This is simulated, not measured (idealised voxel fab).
Process module heading - voxel air gaps
Section cut is 265 nm wide and gridded with 5 nm square cells.
Throughout this document, each cross-section is represented as a grid of square cells and is presented as a sequence of bands enumerated from the top downward, where a band comprises one or more rows of cells. The band entry comprises the height of the band's top followed by the height of its bottom, expressed in nm, and subsequently the band's materials from left to right, each stated together with its width in nm. Where a single material is marked with the word "throughout", that material fills the band from edge to edge. The word "air" represents empty space. The level at which height equals 0 is the one under which the wafer, as it arrives, is entirely one material. No lower edge exists for the bottom band, which continues downward and is notated as in "z 0 and below". Read "30 to 40" as a graded width: first number on top, second number at the bottom, same change between each pair of neighbouring rows. Reading "no alteration" for a step: not a cell of the cross-section changed in it. Reported under the label "Closed void listing" are the empty spaces having no open way to the top and comprising 8 cells or more; the notation for each is width x height at distance, in which the distance is measured from the left edge and all three values are in nm. Heads up: the bit after the settings on a step's line is the simulator's remark on that step. The optional step-line setting "overlay nm" applies to steps with a mask and quantifies how far to the right of its planned location the mask lay, a negative value indicating leftward placement.
## Planned step list for the process
| 1 | RECEIVE,material Si |
| 2 | CONFORMAL_DEP,material SiO2,thk nm 10 |
| 3 | CONFORMAL_DEP,material SiCN,thk nm 5 |
| 4 | DIRECTIONAL_DEP,material lowk,thk nm 40 |
| 5 | PATTERN,tone open,mask id LINES,material resist,width nm 20,pitch nm 45,thk nm 15,overlay nm 0 |
| 6 | DIRECTIONAL_ETCH,etch materials lowk,depth nm 40 |
| 7 | STRIP,etch materials resist |
| 8 | CONFORMAL_DEP,material TiN,thk nm 5 |
| 9 | FILL_DEP,material W,thk nm 5 |
| 10 | CMP,height nm 55 |
| 11 | EPI,material Ru,thk nm 10 |
| 12 | SELECTIVE_ETCH,etch materials lowk,depth nm 50 |
| 13 | CONFORMAL_DEP,material SiCN,thk nm 5 |
## First out of two wafers; run went to plan
## As-received state of the wafer in cross-section, equivalent to post-step 1
  z 0 and below = Si throughout
  Closed void listing: none
## Upon completion of step 2, the wafer appears in cross-section as shown
  z 10 to 0 = SiO2 throughout
  Under 0: no change, same as before.
## Upon completion of step 3, the wafer appears in cross-section as shown
  z 15 to 10 = SiCN throughout
  Under 10: no change, same as before.
## Upon completion of step 4, the wafer appears in cross-section as shown
  z 55 to 15 = lowk throughout
  Under 15: no change, same as before.
## Upon completion of step 5, the wafer appears in cross-section as shown
  z 70 to 55 = resist: 55, then air: 20, then resist: 25, then air: 20, then resist: 25, then air: 20, then resist: 25, then air: 20, then resist: 55
  Under 55: no change, same as before.
## Upon completion of step 6, the wafer appears in cross-section as shown
  z 70 to 55 = resist: 55, then air: 20, then resist: 25, then air: 20, then resist: 25, then air: 20, then resist: 25, then air: 20, then resist: 55
  z 55 to 15 = lowk: 55, then air: 20, then lowk: 25, then air: 20, then lowk: 25, then air: 20, then lowk: 25, then air: 20, then lowk: 55
  Under 15: no change, same as before.
## Upon completion of step 7, the wafer appears in cross-section as shown
  z 55 to 15 = lowk: 55, then air: 20, then lowk: 25, then air: 20, then lowk: 25, then air: 20, then lowk: 25, then air: 20, then lowk: 55
  Under 15: no change, same as before.
## Upon completion of step 8, the wafer appears in cross-section as shown
  z 60 to 55 = TiN: 60, then air: 10, then TiN: 35, then air: 10, then TiN: 35, then air: 10, then TiN: 35, then air: 10, then TiN: 60
  z 55 to 20 = lowk: 55, then TiN: 5, then air: 10, then TiN: 5, then lowk: 25, then TiN: 5, then air: 10, then TiN: 5, then lowk: 25, then TiN: 5, then air: 10, then TiN: 5, then lowk: 25, then TiN: 5, then air: 10, then TiN: 5, then lowk: 55
  z 20 to 15 = lowk: 55, then TiN: 20, then lowk: 25, then TiN: 20, then lowk: 25, then TiN: 20, then lowk: 25, then TiN: 20, then lowk: 55
  Under 15: no change, same as before.
## Upon completion of step 9, the wafer appears in cross-section as shown
  z 65 to 60 = W throughout
  z 60 to 55 = TiN: 60, then W: 10, then TiN: 35, then W: 10, then TiN: 35, then W: 10, then TiN: 35, then W: 10, then TiN: 60
  z 55 to 20 = lowk: 55, then TiN: 5, then W: 10, then TiN: 5, then lowk: 25, then TiN: 5, then W: 10, then TiN: 5, then lowk: 25, then TiN: 5, then W: 10, then TiN: 5, then lowk: 25, then TiN: 5, then W: 10, then TiN: 5, then lowk: 55
  Under 20: no change, same as before.
## Upon completion of step 10, the wafer appears in cross-section as shown
  z 55 to 20 = lowk: 55, then TiN: 5, then W: 10, then TiN: 5, then lowk: 25, then TiN: 5, then W: 10, then TiN: 5, then lowk: 25, then TiN: 5, then W: 10, then TiN: 5, then lowk: 25, then TiN: 5, then W: 10, then TiN: 5, then lowk: 55
  Under 20: no change, same as before.
## Upon completion of step 11, the wafer appears in cross-section as shown
  z 65 to 55 = air: 45, then Ru: 40, then air: 5, then Ru: 40, then air: 5, then Ru: 40, then air: 5, then Ru: 40, then air: 45
  Under 55: no change, same as before.
## Upon completion of step 12, the wafer appears in cross-section as shown
  z 65 to 55 = air: 45, then Ru: 40, then air: 5, then Ru: 40, then air: 5, then Ru: 40, then air: 5, then Ru: 40, then air: 45
  z 55 to 20 = air: 55, then TiN: 5, then W: 10, then TiN: 5, then air: 25, then TiN: 5, then W: 10, then TiN: 5, then air: 25, then TiN: 5, then W: 10, then TiN: 5, then air: 25, then TiN: 5, then W: 10, then TiN: 5, then air: 55
  z 20 to 15 = air: 55, then TiN: 20, then air: 25, then TiN: 20, then air: 25, then TiN: 20, then air: 25, then TiN: 20, then air: 55
  Under 15: no change, same as before.
## Upon completion of step 13, the wafer appears in cross-section as shown
  z 70 to 65 = air: 40, then SiCN: 185, then air: 40
  z 65 to 55 = air: 40, then SiCN: 5, then Ru: 40, then SiCN: 5, then Ru: 40, then SiCN: 5, then Ru: 40, then SiCN: 5, then Ru: 40, then SiCN: 5, then air: 40
  z 55 to 50 = air: 40, then SiCN: 15, then TiN: 5, then W: 10, then TiN: 5, then SiCN: 25, then TiN: 5, then W: 10, then TiN: 5, then SiCN: 25, then TiN: 5, then W: 10, then TiN: 5, then SiCN: 25, then TiN: 5, then W: 10, then TiN: 5, then SiCN: 15, then air: 40
  z 50 to 20 = air: 50, then SiCN: 5, then TiN: 5, then W: 10, then TiN: 5, then SiCN: 5, then air: 15, then SiCN: 5, then TiN: 5, then W: 10, then TiN: 5, then SiCN: 5, then air: 15, then SiCN: 5, then TiN: 5, then W: 10, then TiN: 5, then SiCN: 5, then air: 15, then SiCN: 5, then TiN: 5, then W: 10, then TiN: 5, then SiCN: 5, then air: 50
  z 20 to 15 = SiCN: 55, then TiN: 20, then SiCN: 25, then TiN: 20, then SiCN: 25, then TiN: 20, then SiCN: 25, then TiN: 20, then SiCN: 55
  Under 15: no change, same as before.
  Closed void listing: 15 x 30 at 80; 15 x 30 at 125; 15 x 30 at 170
## Wafer two of the pair: same origin, same plan, one error during the run; identical to wafer one up to and including step 4
## Second wafer at the planned finish of step 5, seen in cross-section
  z 70 to 55 = resist: 50, then air: 30, then resist: 15, then air: 30, then resist: 15, then air: 30, then resist: 15, then air: 30, then resist: 50
  Under 55: no change, same as before.
## Second wafer at the planned finish of step 6, seen in cross-section
  z 70 to 55 = resist: 50, then air: 30, then resist: 15, then air: 30, then resist: 15, then air: 30, then resist: 15, then air: 30, then resist: 50
  z 55 to 15 = lowk: 50, then air: 30, then lowk: 15, then air: 30, then lowk: 15, then air: 30, then lowk: 15, then air: 30, then lowk: 50
  Under 15: no change, same as before.
## Second wafer at the planned finish of step 7, seen in cross-section
  z 55 to 15 = lowk: 50, then air: 30, then lowk: 15, then air: 30, then lowk: 15, then air: 30, then lowk: 15, then air: 30, then lowk: 50
  Under 15: no change, same as before.
## Second wafer at the planned finish of step 8, seen in cross-section
  z 60 to 55 = TiN: 55, then air: 20, then TiN: 25, then air: 20, then TiN: 25, then air: 20, then TiN: 25, then air: 20, then TiN: 55
  z 55 to 20 = lowk: 50, then TiN: 5, then air: 20, then TiN: 5, then lowk: 15, then TiN: 5, then air: 20, then TiN: 5, then lowk: 15, then TiN: 5, then air: 20, then TiN: 5, then lowk: 15, then TiN: 5, then air: 20, then TiN: 5, then lowk: 50
  z 20 to 15 = lowk: 50, then TiN: 30, then lowk: 15, then TiN: 30, then lowk: 15, then TiN: 30, then lowk: 15, then TiN: 30, then lowk: 50
  Under 15: no change, same as before.
## Second wafer at the planned finish of step 9, seen in cross-section
  z 65 to 60 = W throughout
  z 60 to 55 = TiN: 55, then W: 20, then TiN: 25, then W: 20, then TiN: 25, then W: 20, then TiN: 25, then W: 20, then TiN: 55
  z 55 to 20 = lowk: 50, then TiN: 5, then W: 20, then TiN: 5, then lowk: 15, then TiN: 5, then W: 20, then TiN: 5, then lowk: 15, then TiN: 5, then W: 20, then TiN: 5, then lowk: 15, then TiN: 5, then W: 20, then TiN: 5, then lowk: 50
  Under 20: no change, same as before.
## Second wafer at the planned finish of step 10, seen in cross-section
  z 55 to 20 = lowk: 50, then TiN: 5, then W: 20, then TiN: 5, then lowk: 15, then TiN: 5, then W: 20, then TiN: 5, then lowk: 15, then TiN: 5, then W: 20, then TiN: 5, then lowk: 15, then TiN: 5, then W: 20, then TiN: 5, then lowk: 50
  Under 20: no change, same as before.
## Second wafer at the planned finish of step 11, seen in cross-section
  z 65 to 55 = air: 40, then Ru: 185, then air: 40
  Under 55: no change, same as before.
## Second wafer at the planned finish of step 12, seen in cross-section
  z 65 to 55 = air: 40, then Ru: 185, then air: 40
  z 55 to 20 = air: 50, then TiN: 5, then W: 20, then TiN: 5, then lowk: 15, then TiN: 5, then W: 20, then TiN: 5, then lowk: 15, then TiN: 5, then W: 20, then TiN: 5, then lowk: 15, then TiN: 5, then W: 20, then TiN: 5, then air: 50
  z 20 to 15 = air: 50, then TiN: 30, then lowk: 15, then TiN: 30, then lowk: 15, then TiN: 30, then lowk: 15, then TiN: 30, then air: 50
  Under 15: no change, same as before.
## Second wafer at the planned finish of step 13, seen in cross-section
  z 70 to 65 = air: 35, then SiCN: 195, then air: 35
  z 65 to 55 = air: 35, then SiCN: 5, then Ru: 185, then SiCN: 5, then air: 35
  z 55 to 50 = air: 35, then SiCN: 15, then TiN: 5, then W: 20, then TiN: 5, then lowk: 15, then TiN: 5, then W: 20, then TiN: 5, then lowk: 15, then TiN: 5, then W: 20, then TiN: 5, then lowk: 15, then TiN: 5, then W: 20, then TiN: 5, then SiCN: 15, then air: 35
  z 50 to 20 = air: 45, then SiCN: 5, then TiN: 5, then W: 20, then TiN: 5, then lowk: 15, then TiN: 5, then W: 20, then TiN: 5, then lowk: 15, then TiN: 5, then W: 20, then TiN: 5, then lowk: 15, then TiN: 5, then W: 20, then TiN: 5, then SiCN: 5, then air: 45
  z 20 to 15 = SiCN: 50, then TiN: 30, then lowk: 15, then TiN: 30, then lowk: 15, then TiN: 30, then lowk: 15, then TiN: 30, then SiCN: 50
  Under 15: no change, same as before.
Which mistake was made when the wafer was run? step 5 went in with a setting other than planned; the actual run was PATTERN,tone open,mask id LINES,material resist,width nm 30,pitch nm 45,thk nm 15,overlay nm 0
FYI, end of process, the second wafer has more or fewer cells of some materials than the first: Ru +10, SiCN -72, TiN +8, W +56, lowk +72
On completion, 0 closed voids are found in the second wafer, whereas the first wafer has 3.
